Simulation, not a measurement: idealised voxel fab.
Documented hereafter: the process module known as voxel self aligned vias.
This is section cut - it's 260 nm across, gridded in 5 nm square cells.
The cross-sections in this document take the form of a grid made of square cells. They are written out as bands, in order from top to bottom. Each band consists of one or more rows of cells.
The entry gives the band's vertical extent as a top height and a bottom height in nm, then its horizontal make-up as materials from left to right, each with a width in nm. "air" stands for empty space; a single material marked "full width" fills the band edge to edge.
All heights in this document are referenced to 0, defined as the level beneath which the wafer, as received, consists entirely of one material. The lowest band is not bounded below; it extends indefinitely downward and is written in the form "0 nm and below".
The expression "30 to 40" gives the width at the extremes of the band, the first number at its top row of cells and the second at its bottom row, with the width changing by equal amounts from each row to the next in between.
Any step labelled "no alteration" changed none of the cells in the cross-section.
"Sealed void inventory" lists enclosed empty spaces (at least 8 cells, no open path upward to the top), each as width x height at distance from the left edge, in nm.
On each step's line, the part that comes after the settings is the simulator's own comment on the step.
If you see "overlay nm" on a step's line and that step has a mask, it's telling you how far right of where it was planned the mask ended up; a negative number means it went left instead.
HERE'S WHAT THE PLANNED PROCESS STEPS LOOK LIKE
step 1: RECEIVE with material Si
step 2: CONFORMAL_DEP with material SiO2, thk nm 10
step 3: CONFORMAL_DEP with material SiCN, thk nm 5
step 4: DIRECTIONAL_DEP with material SiO2, thk nm 30
step 5: MASKED_ETCH with tone open, mask id LINES, width nm 20, pitch nm 55, etch materials SiO2, depth nm 30, overlay nm 0
step 6: CONFORMAL_DEP with material TiN, thk nm 5
step 7: FILL_DEP with material Ru, thk nm 5
step 8: CMP with height nm 45
step 9: SELECTIVE_ETCH with etch materials W Ru TiN, depth nm 5
step 10: FILL_DEP with material SiN, thk nm 5
step 11: CMP with height nm 45
step 12: DIRECTIONAL_DEP with material SiO2, thk nm 15
step 13: MASKED_ETCH with tone open, mask id VIAS, width nm 30, pitch nm 55, etch materials SiO2, depth nm 15, overlay nm 0
step 14: MASKED_ETCH with tone open, mask id VIAS, width nm 30, pitch nm 55, etch materials SiN, depth nm 5, overlay nm 0
step 15: CONFORMAL_DEP with material TiN, thk nm 5
step 16: FILL_DEP with material Cu, thk nm 10
step 17: CMP with height nm 60
step 18: CONFORMAL_DEP with material SiN, thk nm 5
SO THIS IS THE INCOMING WAFER IN CROSS-SECTION - IT'S ALREADY BEEN THROUGH STEP 1
  0 nm and below | Si full width
  Sealed void inventory: none
STARTING STRUCTURE AND PROCESS PLAN ARE AS SHOWN ABOVE, BUT ONE MISTAKE WAS MADE IN RUNNING THE MODULE; THE WAFER CROSS-SECTION AT THE END OF THE MODULE FOLLOWS
  80 nm to 75 nm | SiN full width
  75 nm to 65 nm | Cu full width
  65 nm to 60 nm | 65 nm TiN, 20 nm Cu, 35 nm TiN, 20 nm Cu, 35 nm TiN, 20 nm Cu, 65 nm TiN
  60 nm to 50 nm | 60 nm SiO2, 5 nm TiN, 20 nm Cu, 5 nm TiN, 25 nm SiO2, 5 nm TiN, 20 nm Cu, 5 nm TiN, 25 nm SiO2, 5 nm TiN, 20 nm Cu, 5 nm TiN, 60 nm SiO2
  50 nm to 45 nm | 60 nm SiO2, 10 nm TiN, 10 nm Cu, 10 nm TiN, 25 nm SiO2, 10 nm TiN, 10 nm Cu, 10 nm TiN, 25 nm SiO2, 10 nm TiN, 10 nm Cu, 10 nm TiN, 60 nm SiO2
  45 nm to 40 nm | 65 nm SiO2, 20 nm TiN, 35 nm SiO2, 20 nm TiN, 35 nm SiO2, 20 nm TiN, 65 nm SiO2
  40 nm to 20 nm | 65 nm SiO2, 5 nm TiN, 10 nm Ru, 5 nm TiN, 35 nm SiO2, 5 nm TiN, 10 nm Ru, 5 nm TiN, 35 nm SiO2, 5 nm TiN, 10 nm Ru, 5 nm TiN, 65 nm SiO2
  20 nm to 15 nm | 65 nm SiO2, 20 nm TiN, 35 nm SiO2, 20 nm TiN, 35 nm SiO2, 20 nm TiN, 65 nm SiO2
  15 nm to 10 nm | SiCN full width
  10 nm to 0 nm | SiO2 full width
  0 nm and below | Si full width
  Sealed void inventory: none
It is concluded that the wafer was processed incorrectly with respect to the plan, in that step 17 of the plan was bypassed and not carried out
